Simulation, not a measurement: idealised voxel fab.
The following is a process module called voxel gate over fins.
290 nm wide, 5 nm square cells: that's cross-section cut.
Notation: cross-section as square-cell grid; stated in bands, top first, going down; one or more cell rows per band. What a band's entry tells you: where the top is and where the bottom is, as heights in nm, and after that what lies inside, material by material from left to right, each with its width in nm. Empty space is written as the word "empty", and a single material marked with the word "throughout" occupies the band from edge to edge. Beneath 0, the wafer as received is one material, and that level is where height counting begins. The lowest band goes on downward without a bottom; it is written like "0 and below". Note: "30..40" means the width goes from the first number (top row of the band) to the second number (bottom row) in equal steps per row of cells. Where a step carries "no modifications", the cross-section came out of it unchanged, cell for cell. "Non-vented voids" enumerates empty spaces isolated from the top, with no open way to it, that contain at least 8 cells, giving each as width x height at distance from the left edge, all three in nm. What comes after the settings on a step's line is commentary from the simulator itself on that step. overlay nm: how far to the right of its planned place the mask lay on this masked step (negative: to the left). Below you will find pairs of cross-sections. In each, one shows the wafer before one process step and the other after it, with the after view ending at the lowest band that changed. Under each pair is the step separating them, along with its settings. Do not assume the pairs form a chain: they can come from different runs of this module on the same starting wafer, and a pair continues from the pair above it only when its "Structure before processing" entry says so.

-- Structure before processing
- 25 down to 20 | empty 100 nm / TiAl 85 nm / empty 105 nm
- 20 down to 15 | empty 100 nm / TiAl 5 nm / TiN 35 nm / TiAl 5 nm / TiN 35 nm / TiAl 5 nm / empty 105 nm
- 15 down to 10 | empty 100 nm / TiAl 5 nm / TiN 5 nm / HfO2 25 nm / TiN 5 nm / TiAl 5 nm / TiN 5 nm / HfO2 25 nm / TiN 5 nm / TiAl 5 nm / empty 105 nm
- 10 down to 0 | empty 100 nm / TiAl 5 nm / TiN 5 nm / HfO2 5 nm / SiN 15 nm / HfO2 5 nm / TiN 5 nm / TiAl 5 nm / TiN 5 nm / HfO2 5 nm / SiN 15 nm / HfO2 5 nm / TiN 5 nm / TiAl 5 nm / empty 105 nm
- 0 down to -15 | empty 100 nm / TiAl 5 nm / TiN 5 nm / HfO2 5 nm / Si 15 nm / HfO2 5 nm / TiN 5 nm / TiAl 5 nm / TiN 5 nm / HfO2 5 nm / Si 15 nm / HfO2 5 nm / TiN 5 nm / TiAl 5 nm / empty 105 nm
- -15 down to -20 | TiAl 105 nm / TiN 5 nm / HfO2 5 nm / Si 15 nm / HfO2 5 nm / TiN 5 nm / TiAl 5 nm / TiN 5 nm / HfO2 5 nm / Si 15 nm / HfO2 5 nm / TiN 5 nm / TiAl 110 nm
- -20 down to -25 | TiN 110 nm / HfO2 5 nm / Si 15 nm / HfO2 5 nm / TiN 15 nm / HfO2 5 nm / Si 15 nm / HfO2 5 nm / TiN 115 nm
- -25 down to -30 | HfO2 115 nm / Si 15 nm / HfO2 25 nm / Si 15 nm / HfO2 120 nm
- -30 and below | Si throughout
- Non-vented voids: none

-- Structure After Step
- 30 down to 25 | empty 95 nm / TiN 95 nm / empty 100 nm
- 25 down to 20 | empty 95 nm / TiN 5 nm / TiAl 85 nm / TiN 5 nm / empty 100 nm
- 20 down to 15 | empty 95 nm / TiN 5 nm / TiAl 5 nm / TiN 35 nm / TiAl 5 nm / TiN 35 nm / TiAl 5 nm / TiN 5 nm / empty 100 nm
- 15 down to 10 | empty 95 nm / TiN 5 nm / TiAl 5 nm / TiN 5 nm / HfO2 25 nm / TiN 5 nm / TiAl 5 nm / TiN 5 nm / HfO2 25 nm / TiN 5 nm / TiAl 5 nm / TiN 5 nm / empty 100 nm
- 10 down to 0 | empty 95 nm / TiN 5 nm / TiAl 5 nm / TiN 5 nm / HfO2 5 nm / SiN 15 nm / HfO2 5 nm / TiN 5 nm / TiAl 5 nm / TiN 5 nm / HfO2 5 nm / SiN 15 nm / HfO2 5 nm / TiN 5 nm / TiAl 5 nm / TiN 5 nm / empty 100 nm
- 0 down to -10 | empty 95 nm / TiN 5 nm / TiAl 5 nm / TiN 5 nm / HfO2 5 nm / Si 15 nm / HfO2 5 nm / TiN 5 nm / TiAl 5 nm / TiN 5 nm / HfO2 5 nm / Si 15 nm / HfO2 5 nm / TiN 5 nm / TiAl 5 nm / TiN 5 nm / empty 100 nm
- -10 down to -15 | TiN 100 nm / TiAl 5 nm / TiN 5 nm / HfO2 5 nm / Si 15 nm / HfO2 5 nm / TiN 5 nm / TiAl 5 nm / TiN 5 nm / HfO2 5 nm / Si 15 nm / HfO2 5 nm / TiN 5 nm / TiAl 5 nm / TiN 105 nm
- Lower than -15, everything is as it was.
- Non-vented voids: none
Between the two cross-sections shown above lies CONFORMAL_DEP, material TiN, thk nm 5

Structure before processing: For the state before this step, see the after cross-section of the pair located directly above.

-- Structure After Step
- 40 down to 30 | W throughout
- 30 down to 25 | W 95 nm / TiN 95 nm / W 100 nm
- 25 down to 20 | W 95 nm / TiN 5 nm / TiAl 85 nm / TiN 5 nm / W 100 nm
- 20 down to 15 | W 95 nm / TiN 5 nm / TiAl 5 nm / TiN 35 nm / TiAl 5 nm / TiN 35 nm / TiAl 5 nm / TiN 5 nm / W 100 nm
- 15 down to 10 | W 95 nm / TiN 5 nm / TiAl 5 nm / TiN 5 nm / HfO2 25 nm / TiN 5 nm / TiAl 5 nm / TiN 5 nm / HfO2 25 nm / TiN 5 nm / TiAl 5 nm / TiN 5 nm / W 100 nm
- 10 down to 0 | W 95 nm / TiN 5 nm / TiAl 5 nm / TiN 5 nm / HfO2 5 nm / SiN 15 nm / HfO2 5 nm / TiN 5 nm / TiAl 5 nm / TiN 5 nm / HfO2 5 nm / SiN 15 nm / HfO2 5 nm / TiN 5 nm / TiAl 5 nm / TiN 5 nm / W 100 nm
- 0 down to -10 | W 95 nm / TiN 5 nm / TiAl 5 nm / TiN 5 nm / HfO2 5 nm / Si 15 nm / HfO2 5 nm / TiN 5 nm / TiAl 5 nm / TiN 5 nm / HfO2 5 nm / Si 15 nm / HfO2 5 nm / TiN 5 nm / TiAl 5 nm / TiN 5 nm / W 100 nm
- Lower than -10, everything is as it was.
- Non-vented voids: none
Between the two cross-sections shown above lies FILL_DEP, material W, thk nm 10

Structure before processing: For the state before this step, see the after cross-section of the pair located directly above.

-- Structure After Step
- 25 down to 20 | W 95 nm / TiN 5 nm / TiAl 85 nm / TiN 5 nm / W 100 nm
- Lower than 20, everything is as it was.
- Non-vented voids: none
Between the two cross-sections shown above lies CMP, height nm 25

Structure before processing: For the state before this step, see the after cross-section of the pair located directly above.

-- Structure After Step
- 35 down to 25 | SiCN throughout
- Lower than 25, everything is as it was.
- Non-vented voids: none
Between the two cross-sections shown above lies CONFORMAL_DEP, material SiCN, thk nm 10
